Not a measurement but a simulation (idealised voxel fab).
process module | voxel capacitor over wiring
cross-section cut | 270 nm wide | cells 5 nm
A cross-section is a grid of square cells, given in bands from the top down. A band is one or more rows of cells.
Each band's line starts with the height of the band's top and of its bottom, in nm. Then come its materials from left to right, each with its width in nm. One material with "throughout" fills the band from edge to edge. "air" is empty space.
Height 0 is the level under which the wafer as received is all one material. The lowest band goes on downwards, as in "0 down".
A width such as "30 to 40" changes by the same amount from each row of cells to the next, from the band's top row to its bottom row.
"no change" after a step means that no cell of the cross-section changed.
closed voids: empty space of 8 cells or more with no open way to the top, each as width x height at its distance from the left edge, in nm
after a step's settings: what the simulator itself notes on the step
overlay nm, on a step with a mask: how far to the right of its planned place the mask lay; to the left if negative
plan
1 op RECEIVE | material Si
2 op CONFORMAL_DEP | material SiO2 | thk nm 15
3 op CONFORMAL_DEP | material SiCN | thk nm 5
4 op DIRECTIONAL_DEP | material lowk | thk nm 25
5 op MASKED_ETCH | tone open | mask id METAL_1 | width nm 20 | pitch nm 90 | etch materials lowk | depth nm 25 | overlay nm 0
6 op MASKED_ETCH | tone open | mask id METAL_1 | width nm 20 | pitch nm 90 | etch materials SiCN | depth nm 5 | overlay nm 0
7 op CONFORMAL_DEP | material TiN | thk nm 5
8 op FILL_DEP | material W | thk nm 5
9 op CMP | height nm 45
10 op CONFORMAL_DEP | material SiCN | thk nm 5
11 op DIRECTIONAL_DEP | material lowk | thk nm 20
12 op MASKED_ETCH | tone open | mask id PLUG_1 | width nm 15 | etch materials lowk | depth nm 20 | overlay nm 0
13 op MASKED_ETCH | tone open | mask id PLUG_1 | width nm 15 | etch materials SiCN | depth nm 5 | overlay nm 0
14 op CONFORMAL_DEP | material TiN | thk nm 5
15 op FILL_DEP | material Ru | thk nm 5
16 op CMP | height nm 70
17 op DIRECTIONAL_DEP | material TiN | thk nm 10
18 op DIRECTIONAL_DEP | material HfO2 | thk nm 5
19 op DIRECTIONAL_DEP | material TiN | thk nm 10
20 op MASKED_ETCH | tone cover | mask id UPPER_PLATE | width nm 75 | etch materials TiN | depth nm 10 | overlay nm 0
21 op MASKED_ETCH | tone cover | mask id UPPER_PLATE | width nm 75 | etch materials HfO2 | depth nm 5 | overlay nm 0
22 op PATTERN | tone cover | mask id LOWER_PLATE | material resist | width nm 85 | thk nm 15 | overlay nm 0
23 op DIRECTIONAL_ETCH | etch materials TiN | depth nm 10
24 op STRIP | etch materials resist
25 op FILL_DEP | material SiO2 | thk nm 15
26 op CMP | height nm 105
27 op DIRECTIONAL_DEP | material aC | thk nm 10
28 op PATTERN | tone open | mask id PLUG_2 | material resist | width nm 15 | thk nm 30 | overlay nm 0
29 op DIRECTIONAL_ETCH | etch materials aC | depth nm 10
30 op STRIP | etch materials resist
31 op DIRECTIONAL_ETCH | etch materials SiO2 | depth nm 10
32 op STRIP | etch materials aC
33 op CONFORMAL_DEP | material TiN | thk nm 5
34 op FILL_DEP | material Ru | thk nm 5
35 op CMP | height nm 105
36 op CONFORMAL_DEP | material SiN | thk nm 5
as received, after step 1
  0 down: Si throughout
  closed voids: none
first wafer at the end, as planned
  110 to 105: SiN throughout
  105 to 100: SiO2 95 | TiN 5 | Ru 5 | TiN 5 | SiO2 160
  100 to 95: SiO2 95 | TiN 15 | SiO2 160
  95 to 85: SiO2 85 | TiN 75 | SiO2 110
  85 to 80: SiO2 85 | HfO2 75 | SiO2 110
  80 to 70: SiO2 80 | TiN 85 | SiO2 105
  70 to 50: lowk 85 | TiN 5 | Ru 5 | TiN 5 | lowk 170
  50 to 45: SiCN 85 | TiN 15 | SiCN 170
  45 to 20: lowk 80 | TiN 5 | W 10 | TiN 5 | lowk 70 | TiN 5 | W 10 | TiN 5 | lowk 80
  20 to 15: SiCN 80 | TiN 20 | SiCN 70 | TiN 20 | SiCN 80
  15 to 0: SiO2 throughout
  0 down: Si throughout
  closed voids: none
second wafer at the end: like start, like plan, one mistake
  110 to 105: SiN throughout
  105 to 100: SiO2 95 | TiN 5 | Ru 5 | TiN 5 | SiO2 160
  100 to 95: SiO2 95 | TiN 15 | SiO2 160
  95 to 85: SiO2 85 | TiN 75 | SiO2 110
  85 to 80: SiO2 85 | HfO2 75 | SiO2 110
  80 to 70: SiO2 80 | TiN 85 | SiO2 105
  70 to 50: lowk 85 | TiN 5 | Ru 5 | TiN 5 | lowk 170
  50 to 45: SiCN 85 | TiN 15 | SiCN 170
  45 to 35: lowk 80 | TiN 5 | W 10 | TiN 5 | lowk 70 | TiN 5 | W 10 | TiN 5 | lowk 80
  35 to 30: SiCN 80 | TiN 20 | SiCN 70 | TiN 20 | SiCN 80
  30 to 0: SiO2 throughout
  0 down: Si throughout
  closed voids: none
what went wrong: step 2 was run twice
at the end the second wafer has, in cells: 162 more of SiO2 | 12 fewer of TiN | 12 fewer of W | 138 fewer of lowk
